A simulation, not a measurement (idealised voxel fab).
process module | voxel transistor to metal
cross-section cut | 215 nm wide | cells 5 nm
A cross-section is a grid of square cells, given in bands from the top down. A band is one or more rows of cells.
Each band's line starts with the height of the band's top and of its bottom, in nm. Then come its materials from left to right, each with its width in nm. One material with "throughout" fills the band from edge to edge. "air" is empty space.
Height 0 is the level under which the wafer as received is all one material. The lowest band goes on downwards, as in "0 down".
A width such as "30 to 40" changes by the same amount from each row of cells to the next, from the band's top row to its bottom row.
"no change" after a step means that no cell of the cross-section changed.
closed voids: empty space of 8 cells or more with no open way to the top, each as width x height at its distance from the left edge, in nm
after a step's settings: what the simulator itself notes on the step
overlay nm, on a step with a mask: how far to the right of its planned place the mask lay; to the left if negative
plan
1 op RECEIVE | material Si
2 op CONFORMAL_DEP | material SiO2 | thk nm 5
3 op CONFORMAL_DEP | material SiN | thk nm 15
4 op DIRECTIONAL_DEP | material aC | thk nm 15
5 op PATTERN | tone cover | mask id ACTIVE | material resist | width nm 110 | thk nm 35 | overlay nm 0
6 op DIRECTIONAL_ETCH | etch materials aC | depth nm 15
7 op STRIP | etch materials resist
8 op DIRECTIONAL_ETCH | etch materials SiN | depth nm 15
9 op DIRECTIONAL_ETCH | etch materials SiO2 | depth nm 5
10 op DIRECTIONAL_ETCH | etch materials Si | depth nm 20
11 op STRIP | etch materials aC
12 op OXIDIZE | depth nm 5
13 op FILL_DEP | material SiO2 | thk nm 15
14 op CMP | height nm 20
15 op SELECTIVE_ETCH | etch materials SiO2 | depth nm 10
16 op STRIP | etch materials SiN
17 op SELECTIVE_ETCH | etch materials SiO2 | depth nm 5
18 op OXIDIZE | depth nm 5
19 op DIRECTIONAL_DEP | material polySi | thk nm 25
20 op DIRECTIONAL_DEP | material SiCN | thk nm 10
21 op MASKED_ETCH | tone cover | mask id GATE | width nm 30 | etch materials SiCN | depth nm 20 | overlay nm 0
22 op MASKED_ETCH | tone cover | mask id GATE | width nm 30 | etch materials polySi | depth nm 35 | overlay nm 0
23 op CONFORMAL_DEP | material SiO2 | thk nm 5
24 op DIRECTIONAL_ETCH | etch materials SiO2 | depth nm 5
25 op CONFORMAL_DEP | material SiN | thk nm 10
26 op DIRECTIONAL_ETCH | etch materials SiN | depth nm 10
27 op DIRECTIONAL_ETCH | etch materials SiO2 | depth nm 5
28 op EPI | material nSi | thk nm 5
29 op FILL_DEP | material SiO2 | thk nm 10
30 op CMP | height nm 25
31 op STRIP | etch materials polySi
32 op SELECTIVE_ETCH | etch materials SiO2 | depth nm 5
33 op CONFORMAL_DEP | material HfO2 | thk nm 5
34 op CONFORMAL_DEP | material TiN | thk nm 5
35 op FILL_DEP | material W | thk nm 10
36 op CMP | height nm 20
37 op DIRECTIONAL_DEP | material SiO2 | thk nm 10
38 op PATTERN | tone open | mask id CONTACT | material resist | width nm 20 | pitch nm 90 | thk nm 20 | overlay nm 0
39 op DIRECTIONAL_ETCH | etch materials SiO2 | depth nm 30
40 op STRIP | etch materials resist
41 op CONFORMAL_DEP | material TiN | thk nm 5
42 op FILL_DEP | material Ru | thk nm 5
43 op CMP | height nm 30
44 op DIRECTIONAL_DEP | material TiN | thk nm 5
45 op DIRECTIONAL_DEP | material Ru | thk nm 15
46 op PATTERN | tone cover | mask id METAL_1 | material resist | width nm 20 | pitch nm 90 | thk nm 20 | overlay nm 0
47 op DIRECTIONAL_ETCH | etch materials Ru | depth nm 15
48 op DIRECTIONAL_ETCH | etch materials TiN | depth nm 5
49 op STRIP | etch materials resist
50 op CONFORMAL_DEP | material SiCN | thk nm 5
51 op FILL_DEP | material SiO2 | thk nm 5
52 op CMP | height nm 50
53 op CONFORMAL_DEP | material SiN | thk nm 5
varied across the wafers: width nm of step 5. The plan shows the first wafer's value. All wafers start alike
first wafer as received, after step 1
  0 down: Si throughout
  closed voids: none
each wafer at the end: cells of each material gained (+) or lost (-) since it was received, then its closed voids
width nm 110 | +16 HfO2 | +40 Ru | -135 Si | +47 SiCN | +63 SiN | +376 SiO2 | +48 TiN | +12 W | +6 nSi | closed voids: none
width nm 115 | +16 HfO2 | +41 Ru | -131 Si | +47 SiCN | +63 SiN | +370 SiO2 | +48 TiN | +12 W | +7 nSi | closed voids: none
width nm 120 | +16 HfO2 | +42 Ru | -127 Si | +47 SiCN | +63 SiN | +364 SiO2 | +48 TiN | +12 W | +8 nSi | closed voids: none
width nm 125 | +16 HfO2 | +43 Ru | -123 Si | +47 SiCN | +63 SiN | +358 SiO2 | +48 TiN | +12 W | +9 nSi | closed voids: none
width nm 130 | +16 HfO2 | +44 Ru | -119 Si | +47 SiCN | +63 SiN | +352 SiO2 | +48 TiN | +12 W | +10 nSi | closed voids: none
width nm 135 | +16 HfO2 | +44 Ru | -115 Si | +47 SiCN | +63 SiN | +347 SiO2 | +48 TiN | +12 W | +11 nSi | closed voids: none
